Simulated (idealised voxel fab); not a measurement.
process module | voxel gate over fins
This is section cut - it's 240 nm across, gridded in 5 nm square cells.
Bands, listed from the top down, are how a cross-section gets written in this document; the cross-section itself is a grid of square cells, and a band is one or more rows of them.
The entry gives the band's vertical extent as a top height and a bottom height in nm, then its horizontal make-up as materials from left to right, each with a width in nm. "blank" stands for empty space; a single material marked "throughout" fills the band edge to edge.
Height is counted from the level 0, under which the received wafer is composed throughout of one material. The lowest of the bands is not closed at the bottom but continues downward, in the notation "0 down".
You'd read "30->40" like this: the band's top row of cells is as wide as the first number, its bottom row is as wide as the second, and going down, every row changes width by the same amount as the row before did.
A step reported as "remains unaltered" is a step in which no cell of the cross-section changed.
Enclosed voids (no open way to top), threshold 8 cells or more, entry "Closed void list", notation width x height at distance, distance from left edge, nm.
If you see something after the settings on a step's line, that's the simulator's own remark about that step.
Each step line may optionally specify "overlay nm", which for a step with a mask gives the rightward distance between the mask's planned place and where it lay, a negative value indicating the leftward direction.
LISTED BELOW ARE THE PROCESS STEPS AS PLANNED
1. RECEIVE | material Si
2. CONFORMAL_DEP | material SiN | thk nm 5
3. PATTERN | tone cover | mask id FINS | material resist | width nm 15 | pitch nm 50 | thk nm 15 | overlay nm 0
4. DIRECTIONAL_ETCH | etch materials SiN | depth nm 5
5. DIRECTIONAL_ETCH | etch materials Si | depth nm 30
6. STRIP | etch materials resist
7. OXIDIZE | depth nm 5
8. FILL_DEP | material SiO2 | thk nm 5
9. CMP | height nm 5
10. MASKED_ETCH | tone open | mask id RAIL | width nm 15 | etch materials SiO2 | depth nm 30 | overlay nm 0
11. CONFORMAL_DEP | material TiN | thk nm 5
12. FILL_DEP | material W | thk nm 10
13. CMP | height nm 5
14. SELECTIVE_ETCH | etch materials W Ru TiN | depth nm 20
15. FILL_DEP | material SiO2 | thk nm 5
16. CMP | height nm 5
17. SELECTIVE_ETCH | etch materials SiO2 | depth nm 15
18. STRIP | etch materials SiN
19. CONFORMAL_DEP | material HfO2 | thk nm 5
20. CONFORMAL_DEP | material TiN | thk nm 5
21. FILL_DEP | material W | thk nm 15
22. CMP | height nm 20
23. CONFORMAL_DEP | material SiN | thk nm 5
CROSS-SECTIONAL VIEW OF THE WAFER IN ITS AS-RECEIVED CONDITION, CORRESPONDING TO THE STATE AFTER STEP 1
  0 down  Si throughout
  Closed void list: none
A WAFER AT THE END: THIS START, THIS PLAN, ONE MISTAKE
  25 to 20  SiN throughout
  20 to 10  W throughout
  10 to 5  W (80); HfO2 (25); W (25); HfO2 (25); W (85)
  5 to 0  W (80); HfO2 (5); TiN (15); HfO2 (5); W (25); HfO2 (5); TiN (15); HfO2 (5); W (85)
  0 to -5  HfO2 (85); TiN (5); Si (5); TiN (5); HfO2 (35); TiN (5); Si (5); TiN (5); HfO2 (90)
  -5 to -10  TiN (90); Si (5); TiN (45); Si (5); TiN (95)
  -10 to -15  SiO2 (90); Si (5); SiO2 (45); Si (5); SiO2 (95)
  -15 to -20  SiO2 (90); Si (5); SiO2 (15); TiN (5); W (5); TiN (5); SiO2 (15); Si (5); SiO2 (95)
  -20 to -25  SiO2 (90); Si (5); SiO2 (15); TiN (15); SiO2 (15); Si (5); SiO2 (95)
  -25 to -35  SiO2 (90); Si (5); SiO2 (45); Si (5); SiO2 (95)
  -35 down  Si throughout
  Closed void list: none
What broke from the plan during processing? deviation from plan: step 20 and step 19 executed in one another's positions
